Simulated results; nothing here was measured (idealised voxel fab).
The following is a process module called voxel wiring stack.
FYI the section here is cut, 215 nm wide, cells are 5 nm squares.
A cross-section is written here as square cells arranged in a grid, and it is given in bands from the top down, each band taking up one or more rows of cells.
Quick guide to a band line: top height, bottom height (nm) up front; then every material left to right with its width in nm. Only one material and it's marked "full width"? Then it fills the band edge to edge. And "empty" just means empty space.
All heights in this document are referenced to 0, defined as the level beneath which the wafer, as received, consists entirely of one material. The lowest band is not bounded below; it extends indefinitely downward and is written in the form "0 down".
You'd read "30->40" like this: the band's top row of cells is as wide as the first number, its bottom row is as wide as the second, and going down, every row changes width by the same amount as the row before did.
"remained unchanged" means the step left every cell of the cross-section as it was.
Reported under the label "closed voids" are the empty spaces having no open way to the top and comprising 8 cells or more; the notation for each is width x height at distance, in which the distance is measured from the left edge and all three values are in nm.
On each step's line, the part that comes after the settings is the simulator's own comment on the step.
The line of a step may include "overlay nm". On a step with a mask, this value is how far to the right of its planned place the mask lay. A negative value means the mask lay to the left.

# The process steps that were planned are listed below
1) RECEIVE | material Si
2) CONFORMAL_DEP | material SiO2 | thk nm 10
3) CONFORMAL_DEP | material SiN | thk nm 5
4) DIRECTIONAL_DEP | material SiO2 | thk nm 25
5) DIRECTIONAL_DEP | material aC | thk nm 15
6) PATTERN | tone open | mask id METAL_1 | material resist | width nm 30 | pitch nm 50 | thk nm 30 | overlay nm 0
7) DIRECTIONAL_ETCH | etch materials aC | depth nm 15
8) STRIP | etch materials resist
9) DIRECTIONAL_ETCH | etch materials SiO2 | depth nm 25
10) DIRECTIONAL_ETCH | etch materials SiN | depth nm 5
11) STRIP | etch materials aC
12) CONFORMAL_DEP | material TiN | thk nm 5
13) FILL_DEP | material Cu | thk nm 5
14) CMP | height nm 40
15) CONFORMAL_DEP | material SiCN | thk nm 5
16) DIRECTIONAL_DEP | material SiO2 | thk nm 35
17) DIRECTIONAL_DEP | material aC | thk nm 15
18) PATTERN | tone open | mask id METAL_2 | material resist | width nm 30 | pitch nm 50 | thk nm 35 | overlay nm 0
19) DIRECTIONAL_ETCH | etch materials aC | depth nm 15
20) STRIP | etch materials resist
21) DIRECTIONAL_ETCH | etch materials SiO2 | depth nm 20
22) STRIP | etch materials aC
23) MASKED_ETCH | tone open | mask id METAL_2_HOLES | width nm 15 | pitch nm 100 | etch materials SiO2 | depth nm 15 | overlay nm 0
24) MASKED_ETCH | tone open | mask id METAL_2_HOLES | width nm 15 | pitch nm 100 | etch materials SiCN | depth nm 5 | overlay nm 0
25) CONFORMAL_DEP | material TiN | thk nm 5
26) FILL_DEP | material Cu | thk nm 5
27) CMP | height nm 80
28) CONFORMAL_DEP | material SiCN | thk nm 5
29) DIRECTIONAL_DEP | material SiO2 | thk nm 15
30) MASKED_ETCH | tone open | mask id PLUG_2 | width nm 15 | pitch nm 50 | etch materials SiO2 | depth nm 15 | overlay nm 0
31) MASKED_ETCH | tone open | mask id PLUG_2 | width nm 15 | pitch nm 50 | etch materials SiCN | depth nm 5 | overlay nm 0
32) CONFORMAL_DEP | material TiN | thk nm 5
33) FILL_DEP | material Ru | thk nm 10
34) CMP | height nm 100
35) CONFORMAL_DEP | material SiCN | thk nm 5
36) DIRECTIONAL_DEP | material SiO2 | thk nm 20
37) DIRECTIONAL_DEP | material aC | thk nm 15
38) PATTERN | tone open | mask id METAL_3 | material resist | width nm 30 | pitch nm 50 | thk nm 35 | overlay nm 0
39) DIRECTIONAL_ETCH | etch materials aC | depth nm 15
40) STRIP | etch materials resist
41) DIRECTIONAL_ETCH | etch materials SiO2 | depth nm 20
42) DIRECTIONAL_ETCH | etch materials SiCN | depth nm 5
43) STRIP | etch materials aC
44) CONFORMAL_DEP | material TiN | thk nm 5
45) FILL_DEP | material Cu | thk nm 5
46) CMP | height nm 125
47) CONFORMAL_DEP | material SiCN | thk nm 5
48) DIRECTIONAL_DEP | material lowk | thk nm 10
49) PATTERN | tone open | mask id PLUG_3 | material resist | width nm 15 | pitch nm 50 | thk nm 15 | overlay nm 0
50) DIRECTIONAL_ETCH | etch materials lowk | depth nm 10
51) DIRECTIONAL_ETCH | etch materials SiCN | depth nm 5
52) STRIP | etch materials resist
53) CONFORMAL_DEP | material TiN | thk nm 5
54) FILL_DEP | material Ru | thk nm 10
55) CMP | height nm 140
56) DIRECTIONAL_DEP | material TiN | thk nm 5
57) DIRECTIONAL_DEP | material W | thk nm 20
58) DIRECTIONAL_DEP | material aC | thk nm 10
59) PATTERN | tone cover | mask id METAL_4 | material resist | width nm 30 | pitch nm 50 | thk nm 25 | overlay nm 0
60) DIRECTIONAL_ETCH | etch materials aC | depth nm 10
61) STRIP | etch materials resist
62) DIRECTIONAL_ETCH | etch materials W | depth nm 20
63) DIRECTIONAL_ETCH | etch materials TiN | depth nm 5
64) STRIP | etch materials aC
65) CONFORMAL_DEP | material SiCN | thk nm 5
66) FILL_DEP | material SiO2 | thk nm 10
67) CMP | height nm 165
68) CONFORMAL_DEP | material SiN | thk nm 5

# First of two wafers - as planned

# This is the cross-section of the wafer as we received it, i.e. after step 1
0 down  Si full width
closed voids: none

# You're looking at a cross-section of the wafer after step 2
10 to 0  SiO2 full width
Unchanged below 0.

# You're looking at a cross-section of the wafer after step 3
15 to 10  SiN full width
Unchanged below 10.

# You're looking at a cross-section of the wafer after step 4
40 to 15  SiO2 full width
Unchanged below 15.

# You're looking at a cross-section of the wafer after step 5
55 to 40  aC full width
Unchanged below 40.

# You're looking at a cross-section of the wafer after step 6
85 to 55  resist=15; empty=30; resist=20; empty=30; resist=20; empty=30; resist=20; empty=30; resist=20
Unchanged below 55.

# You're looking at a cross-section of the wafer after step 7
70 to 55  resist=15; empty=30; resist=20; empty=30; resist=20; empty=30; resist=20; empty=30; resist=20
55 to 40  aC=15; empty=30; aC=20; empty=30; aC=20; empty=30; aC=20; empty=30; aC=20
Unchanged below 40.

# You're looking at a cross-section of the wafer after step 8
55 to 40  aC=15; empty=30; aC=20; empty=30; aC=20; empty=30; aC=20; empty=30; aC=20
Unchanged below 40.

# You're looking at a cross-section of the wafer after step 9
55 to 40  aC=15; empty=30; aC=20; empty=30; aC=20; empty=30; aC=20; empty=30; aC=20
40 to 15  SiO2=15; empty=30; SiO2=20; empty=30; SiO2=20; empty=30; SiO2=20; empty=30; SiO2=20
Unchanged below 15.

# You're looking at a cross-section of the wafer after step 10
55 to 40  aC=15; empty=30; aC=20; empty=30; aC=20; empty=30; aC=20; empty=30; aC=20
40 to 15  SiO2=15; empty=30; SiO2=20; empty=30; SiO2=20; empty=30; SiO2=20; empty=30; SiO2=20
15 to 10  SiN=15; empty=30; SiN=20; empty=30; SiN=20; empty=30; SiN=20; empty=30; SiN=20
Unchanged below 10.

# You're looking at a cross-section of the wafer after step 11
40 to 15  SiO2=15; empty=30; SiO2=20; empty=30; SiO2=20; empty=30; SiO2=20; empty=30; SiO2=20
Unchanged below 15.

# You're looking at a cross-section of the wafer after step 12
45 to 40  TiN=20; empty=20; TiN=30; empty=20; TiN=30; empty=20; TiN=30; empty=20; TiN=25
40 to 15  SiO2=15; TiN=5; empty=20; TiN=5; SiO2=20; TiN=5; empty=20; TiN=5; SiO2=20; TiN=5; empty=20; TiN=5; SiO2=20; TiN=5; empty=20; TiN=5; SiO2=20
15 to 10  SiN=15; TiN=30; SiN=20; TiN=30; SiN=20; TiN=30; SiN=20; TiN=30; SiN=20
Unchanged below 10.

# You're looking at a cross-section of the wafer after step 13
50 to 45  Cu full width
45 to 40  TiN=20; Cu=20; TiN=30; Cu=20; TiN=30; Cu=20; TiN=30; Cu=20; TiN=25
40 to 15  SiO2=15; TiN=5; Cu=20; TiN=5; SiO2=20; TiN=5; Cu=20; TiN=5; SiO2=20; TiN=5; Cu=20; TiN=5; SiO2=20; TiN=5; Cu=20; TiN=5; SiO2=20
Unchanged below 15.

# You're looking at a cross-section of the wafer after step 14
40 to 15  SiO2=15; TiN=5; Cu=20; TiN=5; SiO2=20; TiN=5; Cu=20; TiN=5; SiO2=20; TiN=5; Cu=20; TiN=5; SiO2=20; TiN=5; Cu=20; TiN=5; SiO2=20
Unchanged below 15.

# You're looking at a cross-section of the wafer after step 15
45 to 40  SiCN full width
Unchanged below 40.

# You're looking at a cross-section of the wafer after step 16
80 to 45  SiO2 full width
Unchanged below 45.

# You're looking at a cross-section of the wafer after step 17
95 to 80  aC full width
Unchanged below 80.

# You're looking at a cross-section of the wafer after step 18
130 to 95  resist=15; empty=30; resist=20; empty=30; resist=20; empty=30; resist=20; empty=30; resist=20
Unchanged below 95.

# You're looking at a cross-section of the wafer after step 19
115 to 95  resist=15; empty=30; resist=20; empty=30; resist=20; empty=30; resist=20; empty=30; resist=20
95 to 80  aC=15; empty=30; aC=20; empty=30; aC=20; empty=30; aC=20; empty=30; aC=20
Unchanged below 80.

# You're looking at a cross-section of the wafer after step 20
95 to 80  aC=15; empty=30; aC=20; empty=30; aC=20; empty=30; aC=20; empty=30; aC=20
Unchanged below 80.

# You're looking at a cross-section of the wafer after step 21
95 to 80  aC=15; empty=30; aC=20; empty=30; aC=20; empty=30; aC=20; empty=30; aC=20
80 to 60  SiO2=15; empty=30; SiO2=20; empty=30; SiO2=20; empty=30; SiO2=20; empty=30; SiO2=20
Unchanged below 60.

# You're looking at a cross-section of the wafer after step 22
80 to 60  SiO2=15; empty=30; SiO2=20; empty=30; SiO2=20; empty=30; SiO2=20; empty=30; SiO2=20
Unchanged below 60.

# You're looking at a cross-section of the wafer after step 23
80 to 60  SiO2=15; empty=30; SiO2=20; empty=30; SiO2=20; empty=30; SiO2=20; empty=30; SiO2=20
60 to 45  SiO2=15; empty=15; SiO2=85; empty=15; SiO2=85
Unchanged below 45.

# You're looking at a cross-section of the wafer after step 24
80 to 60  SiO2=15; empty=30; SiO2=20; empty=30; SiO2=20; empty=30; SiO2=20; empty=30; SiO2=20
60 to 45  SiO2=15; empty=15; SiO2=85; empty=15; SiO2=85
45 to 40  SiCN=15; empty=15; SiCN=85; empty=15; SiCN=85
Unchanged below 40.

# You're looking at a cross-section of the wafer after step 25
85 to 80  TiN=20; empty=20; TiN=30; empty=20; TiN=30; empty=20; TiN=30; empty=20; TiN=25
80 to 65  SiO2=15; TiN=5; empty=20; TiN=5; SiO2=20; TiN=5; empty=20; TiN=5; SiO2=20; TiN=5; empty=20; TiN=5; SiO2=20; TiN=5; empty=20; TiN=5; SiO2=20
65 to 60  SiO2=15; TiN=5; empty=5; TiN=20; SiO2=20; TiN=30; SiO2=20; TiN=5; empty=5; TiN=20; SiO2=20; TiN=30; SiO2=20
60 to 45  SiO2=15; TiN=5; empty=5; TiN=5; SiO2=85; TiN=5; empty=5; TiN=5; SiO2=85
45 to 40  SiCN=15; TiN=15; SiCN=85; TiN=15; SiCN=85
Unchanged below 40.

# You're looking at a cross-section of the wafer after step 26
90 to 85  Cu full width
85 to 80  TiN=20; Cu=20; TiN=30; Cu=20; TiN=30; Cu=20; TiN=30; Cu=20; TiN=25
80 to 65  SiO2=15; TiN=5; Cu=20; TiN=5; SiO2=20; TiN=5; Cu=20; TiN=5; SiO2=20; TiN=5; Cu=20; TiN=5; SiO2=20; TiN=5; Cu=20; TiN=5; SiO2=20
65 to 60  SiO2=15; TiN=5; Cu=5; TiN=20; SiO2=20; TiN=30; SiO2=20; TiN=5; Cu=5; TiN=20; SiO2=20; TiN=30; SiO2=20
60 to 45  SiO2=15; TiN=5; Cu=5; TiN=5; SiO2=85; TiN=5; Cu=5; TiN=5; SiO2=85
Unchanged below 45.

# You're looking at a cross-section of the wafer after step 27
80 to 65  SiO2=15; TiN=5; Cu=20; TiN=5; SiO2=20; TiN=5; Cu=20; TiN=5; SiO2=20; TiN=5; Cu=20; TiN=5; SiO2=20; TiN=5; Cu=20; TiN=5; SiO2=20
Unchanged below 65.

# You're looking at a cross-section of the wafer after step 28
85 to 80  SiCN full width
Unchanged below 80.

# You're looking at a cross-section of the wafer after step 29
100 to 85  SiO2 full width
Unchanged below 85.

# You're looking at a cross-section of the wafer after step 30
100 to 85  SiO2=15; empty=15; SiO2=35; empty=15; SiO2=35; empty=15; SiO2=35; empty=15; SiO2=35
Unchanged below 85.

# You're looking at a cross-section of the wafer after step 31
100 to 85  SiO2=15; empty=15; SiO2=35; empty=15; SiO2=35; empty=15; SiO2=35; empty=15; SiO2=35
85 to 80  SiCN=15; empty=15; SiCN=35; empty=15; SiCN=35; empty=15; SiCN=35; empty=15; SiCN=35
Unchanged below 80.

# You're looking at a cross-section of the wafer after step 32
105 to 100  TiN=20; empty=5; TiN=45; empty=5; TiN=45; empty=5; TiN=45; empty=5; TiN=40
100 to 85  SiO2=15; TiN=5; empty=5; TiN=5; SiO2=35; TiN=5; empty=5; TiN=5; SiO2=35; TiN=5; empty=5; TiN=5; SiO2=35; TiN=5; empty=5; TiN=5; SiO2=35
85 to 80  SiCN=15; TiN=15; SiCN=35; TiN=15; SiCN=35; TiN=15; SiCN=35; TiN=15; SiCN=35
Unchanged below 80.

# You're looking at a cross-section of the wafer after step 33
115 to 105  Ru full width
105 to 100  TiN=20; Ru=5; TiN=45; Ru=5; TiN=45; Ru=5; TiN=45; Ru=5; TiN=40
100 to 85  SiO2=15; TiN=5; Ru=5; TiN=5; SiO2=35; TiN=5; Ru=5; TiN=5; SiO2=35; TiN=5; Ru=5; TiN=5; SiO2=35; TiN=5; Ru=5; TiN=5; SiO2=35
Unchanged below 85.

# You're looking at a cross-section of the wafer after step 34
100 to 85  SiO2=15; TiN=5; Ru=5; TiN=5; SiO2=35; TiN=5; Ru=5; TiN=5; SiO2=35; TiN=5; Ru=5; TiN=5; SiO2=35; TiN=5; Ru=5; TiN=5; SiO2=35
Unchanged below 85.

# You're looking at a cross-section of the wafer after step 35
105 to 100  SiCN full width
Unchanged below 100.

# You're looking at a cross-section of the wafer after step 36
125 to 105  SiO2 full width
Unchanged below 105.

# You're looking at a cross-section of the wafer after step 37
140 to 125  aC full width
Unchanged below 125.

# You're looking at a cross-section of the wafer after step 38
175 to 140  resist=15; empty=30; resist=20; empty=30; resist=20; empty=30; resist=20; empty=30; resist=20
Unchanged below 140.

# You're looking at a cross-section of the wafer after step 39
160 to 140  resist=15; empty=30; resist=20; empty=30; resist=20; empty=30; resist=20; empty=30; resist=20
140 to 125  aC=15; empty=30; aC=20; empty=30; aC=20; empty=30; aC=20; empty=30; aC=20
Unchanged below 125.

# You're looking at a cross-section of the wafer after step 40
140 to 125  aC=15; empty=30; aC=20; empty=30; aC=20; empty=30; aC=20; empty=30; aC=20
Unchanged below 125.

# You're looking at a cross-section of the wafer after step 41
140 to 125  aC=15; empty=30; aC=20; empty=30; aC=20; empty=30; aC=20; empty=30; aC=20
125 to 105  SiO2=15; empty=30; SiO2=20; empty=30; SiO2=20; empty=30; SiO2=20; empty=30; SiO2=20
Unchanged below 105.

# You're looking at a cross-section of the wafer after step 42
140 to 125  aC=15; empty=30; aC=20; empty=30; aC=20; empty=30; aC=20; empty=30; aC=20
125 to 105  SiO2=15; empty=30; SiO2=20; empty=30; SiO2=20; empty=30; SiO2=20; empty=30; SiO2=20
105 to 100  SiCN=15; empty=30; SiCN=20; empty=30; SiCN=20; empty=30; SiCN=20; empty=30; SiCN=20
Unchanged below 100.

# You're looking at a cross-section of the wafer after step 43
125 to 105  SiO2=15; empty=30; SiO2=20; empty=30; SiO2=20; empty=30; SiO2=20; empty=30; SiO2=20
Unchanged below 105.

# You're looking at a cross-section of the wafer after step 44
130 to 125  TiN=20; empty=20; TiN=30; empty=20; TiN=30; empty=20; TiN=30; empty=20; TiN=25
125 to 105  SiO2=15; TiN=5; empty=20; TiN=5; SiO2=20; TiN=5; empty=20; TiN=5; SiO2=20; TiN=5; empty=20; TiN=5; SiO2=20; TiN=5; empty=20; TiN=5; SiO2=20
105 to 100  SiCN=15; TiN=30; SiCN=20; TiN=30; SiCN=20; TiN=30; SiCN=20; TiN=30; SiCN=20
Unchanged below 100.

# You're looking at a cross-section of the wafer after step 45
135 to 130  Cu full width
130 to 125  TiN=20; Cu=20; TiN=30; Cu=20; TiN=30; Cu=20; TiN=30; Cu=20; TiN=25
125 to 105  SiO2=15; TiN=5; Cu=20; TiN=5; SiO2=20; TiN=5; Cu=20; TiN=5; SiO2=20; TiN=5; Cu=20; TiN=5; SiO2=20; TiN=5; Cu=20; TiN=5; SiO2=20
Unchanged below 105.

# You're looking at a cross-section of the wafer after step 46
125 to 105  SiO2=15; TiN=5; Cu=20; TiN=5; SiO2=20; TiN=5; Cu=20; TiN=5; SiO2=20; TiN=5; Cu=20; TiN=5; SiO2=20; TiN=5; Cu=20; TiN=5; SiO2=20
Unchanged below 105.

# You're looking at a cross-section of the wafer after step 47
130 to 125  SiCN full width
Unchanged below 125.

# You're looking at a cross-section of the wafer after step 48
140 to 130  lowk full width
Unchanged below 130.

# You're looking at a cross-section of the wafer after step 49
155 to 140  resist=15; empty=15; resist=35; empty=15; resist=35; empty=15; resist=35; empty=15; resist=35
Unchanged below 140.

# You're looking at a cross-section of the wafer after step 50
155 to 140  resist=15; empty=15; resist=35; empty=15; resist=35; empty=15; resist=35; empty=15; resist=35
140 to 130  lowk=15; empty=15; lowk=35; empty=15; lowk=35; empty=15; lowk=35; empty=15; lowk=35
Unchanged below 130.

# You're looking at a cross-section of the wafer after step 51
155 to 140  resist=15; empty=15; resist=35; empty=15; resist=35; empty=15; resist=35; empty=15; resist=35
140 to 130  lowk=15; empty=15; lowk=35; empty=15; lowk=35; empty=15; lowk=35; empty=15; lowk=35
130 to 125  SiCN=15; empty=15; SiCN=35; empty=15; SiCN=35; empty=15; SiCN=35; empty=15; SiCN=35
Unchanged below 125.

# You're looking at a cross-section of the wafer after step 52
140 to 130  lowk=15; empty=15; lowk=35; empty=15; lowk=35; empty=15; lowk=35; empty=15; lowk=35
Unchanged below 130.

# You're looking at a cross-section of the wafer after step 53
145 to 140  TiN=20; empty=5; TiN=45; empty=5; TiN=45; empty=5; TiN=45; empty=5; TiN=40
140 to 130  lowk=15; TiN=5; empty=5; TiN=5; lowk=35; TiN=5; empty=5; TiN=5; lowk=35; TiN=5; empty=5; TiN=5; lowk=35; TiN=5; empty=5; TiN=5; lowk=35
130 to 125  SiCN=15; TiN=15; SiCN=35; TiN=15; SiCN=35; TiN=15; SiCN=35; TiN=15; SiCN=35
Unchanged below 125.

# You're looking at a cross-section of the wafer after step 54
155 to 145  Ru full width
145 to 140  TiN=20; Ru=5; TiN=45; Ru=5; TiN=45; Ru=5; TiN=45; Ru=5; TiN=40
140 to 130  lowk=15; TiN=5; Ru=5; TiN=5; lowk=35; TiN=5; Ru=5; TiN=5; lowk=35; TiN=5; Ru=5; TiN=5; lowk=35; TiN=5; Ru=5; TiN=5; lowk=35
Unchanged below 130.

# You're looking at a cross-section of the wafer after step 55
140 to 130  lowk=15; TiN=5; Ru=5; TiN=5; lowk=35; TiN=5; Ru=5; TiN=5; lowk=35; TiN=5; Ru=5; TiN=5; lowk=35; TiN=5; Ru=5; TiN=5; lowk=35
Unchanged below 130.

# You're looking at a cross-section of the wafer after step 56
145 to 140  TiN full width
Unchanged below 140.

# You're looking at a cross-section of the wafer after step 57
165 to 145  W full width
Unchanged below 145.

# You're looking at a cross-section of the wafer after step 58
175 to 165  aC full width
Unchanged below 165.

# You're looking at a cross-section of the wafer after step 59
200 to 175  empty=15; resist=30; empty=20; resist=30; empty=20; resist=30; empty=20; resist=30; empty=20
Unchanged below 175.

# You're looking at a cross-section of the wafer after step 60
190 to 175  empty=15; resist=30; empty=20; resist=30; empty=20; resist=30; empty=20; resist=30; empty=20
175 to 165  empty=15; aC=30; empty=20; aC=30; empty=20; aC=30; empty=20; aC=30; empty=20
Unchanged below 165.

# You're looking at a cross-section of the wafer after step 61
175 to 165  empty=15; aC=30; empty=20; aC=30; empty=20; aC=30; empty=20; aC=30; empty=20
Unchanged below 165.

# You're looking at a cross-section of the wafer after step 62
175 to 165  empty=15; aC=30; empty=20; aC=30; empty=20; aC=30; empty=20; aC=30; empty=20
165 to 145  empty=15; W=30; empty=20; W=30; empty=20; W=30; empty=20; W=30; empty=20
Unchanged below 145.

# You're looking at a cross-section of the wafer after step 63
175 to 165  empty=15; aC=30; empty=20; aC=30; empty=20; aC=30; empty=20; aC=30; empty=20
165 to 145  empty=15; W=30; empty=20; W=30; empty=20; W=30; empty=20; W=30; empty=20
145 to 140  empty=15; TiN=30; empty=20; TiN=30; empty=20; TiN=30; empty=20; TiN=30; empty=20
Unchanged below 140.

# You're looking at a cross-section of the wafer after step 64
165 to 145  empty=15; W=30; empty=20; W=30; empty=20; W=30; empty=20; W=30; empty=20
Unchanged below 145.

# You're looking at a cross-section of the wafer after step 65
170 to 165  empty=10; SiCN=40; empty=10; SiCN=40; empty=10; SiCN=40; empty=10; SiCN=40; empty=15
165 to 145  empty=10; SiCN=5; W=30; SiCN=5; empty=10; SiCN=5; W=30; SiCN=5; empty=10; SiCN=5; W=30; SiCN=5; empty=10; SiCN=5; W=30; SiCN=5; empty=15
145 to 140  SiCN=15; TiN=30; SiCN=20; TiN=30; SiCN=20; TiN=30; SiCN=20; TiN=30; SiCN=20
Unchanged below 140.

# You're looking at a cross-section of the wafer after step 66
180 to 170  SiO2 full width
170 to 165  SiO2=10; SiCN=40; SiO2=10; SiCN=40; SiO2=10; SiCN=40; SiO2=10; SiCN=40; SiO2=15
165 to 145  SiO2=10; SiCN=5; W=30; SiCN=5; SiO2=10; SiCN=5; W=30; SiCN=5; SiO2=10; SiCN=5; W=30; SiCN=5; SiO2=10; SiCN=5; W=30; SiCN=5; SiO2=15
Unchanged below 145.

# You're looking at a cross-section of the wafer after step 67
165 to 145  SiO2=10; SiCN=5; W=30; SiCN=5; SiO2=10; SiCN=5; W=30; SiCN=5; SiO2=10; SiCN=5; W=30; SiCN=5; SiO2=10; SiCN=5; W=30; SiCN=5; SiO2=15
Unchanged below 145.

# You're looking at a cross-section of the wafer after step 68
170 to 165  SiN full width
Unchanged below 165.

# It is to be noted that the second wafer proceeded from the same initial state and according to the same plan as the first, although one mistake was committed in its execution; through step 35, inclusive, the two wafers share an identical history

# Here is the second wafer in cross-section at the point where step 36 of the plan should have been done
125 to 105  W full width
Unchanged below 105.

# Here is the second wafer in cross-section at the point where step 37 of the plan should have been done
140 to 125  aC full width
Unchanged below 125.

# Here is the second wafer in cross-section at the point where step 38 of the plan should have been done
175 to 140  resist=15; empty=30; resist=20; empty=30; resist=20; empty=30; resist=20; empty=30; resist=20
Unchanged below 140.

# Here is the second wafer in cross-section at the point where step 39 of the plan should have been done
160 to 140  resist=15; empty=30; resist=20; empty=30; resist=20; empty=30; resist=20; empty=30; resist=20
140 to 125  aC=15; empty=30; aC=20; empty=30; aC=20; empty=30; aC=20; empty=30; aC=20
Unchanged below 125.

# Here is the second wafer in cross-section at the point where step 40 of the plan should have been done
140 to 125  aC=15; empty=30; aC=20; empty=30; aC=20; empty=30; aC=20; empty=30; aC=20
Unchanged below 125.

Here is the second wafer in cross-section at the point where step 41 of the plan should have been done: remained unchanged

Here is the second wafer in cross-section at the point where step 42 of the plan should have been done: remained unchanged

# Here is the second wafer in cross-section at the point where step 43 of the plan should have been done
125 to 105  W full width
Unchanged below 105.

# Here is the second wafer in cross-section at the point where step 44 of the plan should have been done
130 to 125  TiN full width
Unchanged below 125.

# Here is the second wafer in cross-section at the point where step 45 of the plan should have been done
135 to 130  Cu full width
Unchanged below 130.

# Here is the second wafer in cross-section at the point where step 46 of the plan should have been done
125 to 105  W full width
Unchanged below 105.

# Here is the second wafer in cross-section at the point where step 47 of the plan should have been done
130 to 125  SiCN full width
Unchanged below 125.

# Here is the second wafer in cross-section at the point where step 48 of the plan should have been done
140 to 130  lowk full width
Unchanged below 130.

# Here is the second wafer in cross-section at the point where step 49 of the plan should have been done
155 to 140  resist=15; empty=15; resist=35; empty=15; resist=35; empty=15; resist=35; empty=15; resist=35
Unchanged below 140.

# Here is the second wafer in cross-section at the point where step 50 of the plan should have been done
155 to 140  resist=15; empty=15; resist=35; empty=15; resist=35; empty=15; resist=35; empty=15; resist=35
140 to 130  lowk=15; empty=15; lowk=35; empty=15; lowk=35; empty=15; lowk=35; empty=15; lowk=35
Unchanged below 130.

# Here is the second wafer in cross-section at the point where step 51 of the plan should have been done
155 to 140  resist=15; empty=15; resist=35; empty=15; resist=35; empty=15; resist=35; empty=15; resist=35
140 to 130  lowk=15; empty=15; lowk=35; empty=15; lowk=35; empty=15; lowk=35; empty=15; lowk=35
130 to 125  SiCN=15; empty=15; SiCN=35; empty=15; SiCN=35; empty=15; SiCN=35; empty=15; SiCN=35
Unchanged below 125.

# Here is the second wafer in cross-section at the point where step 52 of the plan should have been done
140 to 130  lowk=15; empty=15; lowk=35; empty=15; lowk=35; empty=15; lowk=35; empty=15; lowk=35
Unchanged below 130.

# Here is the second wafer in cross-section at the point where step 53 of the plan should have been done
145 to 140  TiN=20; empty=5; TiN=45; empty=5; TiN=45; empty=5; TiN=45; empty=5; TiN=40
140 to 130  lowk=15; TiN=5; empty=5; TiN=5; lowk=35; TiN=5; empty=5; TiN=5; lowk=35; TiN=5; empty=5; TiN=5; lowk=35; TiN=5; empty=5; TiN=5; lowk=35
130 to 125  SiCN=15; TiN=15; SiCN=35; TiN=15; SiCN=35; TiN=15; SiCN=35; TiN=15; SiCN=35
Unchanged below 125.

# Here is the second wafer in cross-section at the point where step 54 of the plan should have been done
155 to 145  Ru full width
145 to 140  TiN=20; Ru=5; TiN=45; Ru=5; TiN=45; Ru=5; TiN=45; Ru=5; TiN=40
140 to 130  lowk=15; TiN=5; Ru=5; TiN=5; lowk=35; TiN=5; Ru=5; TiN=5; lowk=35; TiN=5; Ru=5; TiN=5; lowk=35; TiN=5; Ru=5; TiN=5; lowk=35
Unchanged below 130.

# Here is the second wafer in cross-section at the point where step 55 of the plan should have been done
140 to 130  lowk=15; TiN=5; Ru=5; TiN=5; lowk=35; TiN=5; Ru=5; TiN=5; lowk=35; TiN=5; Ru=5; TiN=5; lowk=35; TiN=5; Ru=5; TiN=5; lowk=35
Unchanged below 130.

# Here is the second wafer in cross-section at the point where step 56 of the plan should have been done
145 to 140  TiN full width
Unchanged below 140.

# Here is the second wafer in cross-section at the point where step 57 of the plan should have been done
165 to 145  W full width
Unchanged below 145.

# Here is the second wafer in cross-section at the point where step 58 of the plan should have been done
175 to 165  aC full width
Unchanged below 165.

# Here is the second wafer in cross-section at the point where step 59 of the plan should have been done
200 to 175  empty=15; resist=30; empty=20; resist=30; empty=20; resist=30; empty=20; resist=30; empty=20
Unchanged below 175.

# Here is the second wafer in cross-section at the point where step 60 of the plan should have been done
190 to 175  empty=15; resist=30; empty=20; resist=30; empty=20; resist=30; empty=20; resist=30; empty=20
175 to 165  empty=15; aC=30; empty=20; aC=30; empty=20; aC=30; empty=20; aC=30; empty=20
Unchanged below 165.

# Here is the second wafer in cross-section at the point where step 61 of the plan should have been done
175 to 165  empty=15; aC=30; empty=20; aC=30; empty=20; aC=30; empty=20; aC=30; empty=20
Unchanged below 165.

# Here is the second wafer in cross-section at the point where step 62 of the plan should have been done
175 to 165  empty=15; aC=30; empty=20; aC=30; empty=20; aC=30; empty=20; aC=30; empty=20
165 to 145  empty=15; W=30; empty=20; W=30; empty=20; W=30; empty=20; W=30; empty=20
Unchanged below 145.

# Here is the second wafer in cross-section at the point where step 63 of the plan should have been done
175 to 165  empty=15; aC=30; empty=20; aC=30; empty=20; aC=30; empty=20; aC=30; empty=20
165 to 145  empty=15; W=30; empty=20; W=30; empty=20; W=30; empty=20; W=30; empty=20
145 to 140  empty=15; TiN=30; empty=20; TiN=30; empty=20; TiN=30; empty=20; TiN=30; empty=20
Unchanged below 140.

# Here is the second wafer in cross-section at the point where step 64 of the plan should have been done
165 to 145  empty=15; W=30; empty=20; W=30; empty=20; W=30; empty=20; W=30; empty=20
Unchanged below 145.

# Here is the second wafer in cross-section at the point where step 65 of the plan should have been done
170 to 165  empty=10; SiCN=40; empty=10; SiCN=40; empty=10; SiCN=40; empty=10; SiCN=40; empty=15
165 to 145  empty=10; SiCN=5; W=30; SiCN=5; empty=10; SiCN=5; W=30; SiCN=5; empty=10; SiCN=5; W=30; SiCN=5; empty=10; SiCN=5; W=30; SiCN=5; empty=15
145 to 140  SiCN=15; TiN=30; SiCN=20; TiN=30; SiCN=20; TiN=30; SiCN=20; TiN=30; SiCN=20
Unchanged below 140.

# Here is the second wafer in cross-section at the point where step 66 of the plan should have been done
180 to 170  SiO2 full width
170 to 165  SiO2=10; SiCN=40; SiO2=10; SiCN=40; SiO2=10; SiCN=40; SiO2=10; SiCN=40; SiO2=15
165 to 145  SiO2=10; SiCN=5; W=30; SiCN=5; SiO2=10; SiCN=5; W=30; SiCN=5; SiO2=10; SiCN=5; W=30; SiCN=5; SiO2=10; SiCN=5; W=30; SiCN=5; SiO2=15
Unchanged below 145.

# Here is the second wafer in cross-section at the point where step 67 of the plan should have been done
165 to 145  SiO2=10; SiCN=5; W=30; SiCN=5; SiO2=10; SiCN=5; W=30; SiCN=5; SiO2=10; SiCN=5; W=30; SiCN=5; SiO2=10; SiCN=5; W=30; SiCN=5; SiO2=15
Unchanged below 145.

# Here is the second wafer in cross-section at the point where step 68 of the plan should have been done
170 to 165  SiN full width
Unchanged below 165.
Deviation noted in wafer processing: it should be noted that step 36 was executed with settings other than those planned, the operation and settings actually applied being DIRECTIONAL_DEP | material W | thk nm 20
Per the end-of-run cell counts, the second wafer holds more or fewer of some materials than the first: Cu: 64 fewer; SiCN: 24 more; SiO2: 76 fewer; TiN: 56 fewer; W: 172 more
